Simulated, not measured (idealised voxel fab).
process module | voxel double patterning
cross-section cut | 290 nm wide | cells 5 nm
A cross-section is a grid of square cells, given in bands from the top down. A band is one or more rows of cells.
Each band's line starts with the height of the band's top and of its bottom, in nm. Then come its materials from left to right, each with its width in nm. One material with "throughout" fills the band from edge to edge. "air" is empty space.
Height 0 is the level under which the wafer as received is all one material. The lowest band goes on downwards, as in "0 down".
A width such as "30 to 40" changes by the same amount from each row of cells to the next, from the band's top row to its bottom row.
"no change" after a step means that no cell of the cross-section changed.
closed voids: empty space of 8 cells or more with no open way to the top, each as width x height at its distance from the left edge, in nm
after a step's settings: what the simulator itself notes on the step
overlay nm, on a step with a mask: how far to the right of its planned place the mask lay; to the left if negative
plan
1 op RECEIVE | material Si
2 op CONFORMAL_DEP | material SiO2 | thk nm 5
3 op DIRECTIONAL_DEP | material TiN | thk nm 20
4 op DIRECTIONAL_DEP | material SiCN | thk nm 10
5 op DIRECTIONAL_DEP | material aC | thk nm 10
6 op PATTERN | tone open | mask id FIRST | material resist | width nm 15 | pitch nm 50 | thk nm 25 | overlay nm 0
7 op DIRECTIONAL_ETCH | etch materials aC | depth nm 10
8 op STRIP | etch materials resist
9 op DIRECTIONAL_ETCH | etch materials SiCN | depth nm 10
10 op STRIP | etch materials aC
11 op DIRECTIONAL_DEP | material aC | thk nm 15
12 op PATTERN | tone open | mask id SECOND | material resist | width nm 15 | pitch nm 50 | thk nm 35 | overlay nm 0
13 op DIRECTIONAL_ETCH | etch materials aC | depth nm 15
14 op STRIP | etch materials resist
15 op DIRECTIONAL_ETCH | etch materials SiCN | depth nm 10
16 op STRIP | etch materials aC
17 op DIRECTIONAL_ETCH | etch materials TiN | depth nm 20
18 op STRIP | etch materials SiCN
as received, after step 1
  0 down: Si throughout
  closed voids: none
first wafer at the end, as planned
  25 to 5: TiN 85 | air 15 | TiN 10 | air 15 | TiN 10 | air 15 | TiN 10 | air 15 | TiN 10 | air 15 | TiN 90
  5 to 0: SiO2 throughout
  0 down: Si throughout
  closed voids: none
second wafer at the end: like start, like plan, one mistake
  25 to 20: SiO2 throughout
  20 to 0: TiN throughout
  0 down: Si throughout
  closed voids: none
what went wrong: steps 2 and 3 were swapped
at the end the second wafer has, in cells: 60 more of TiN
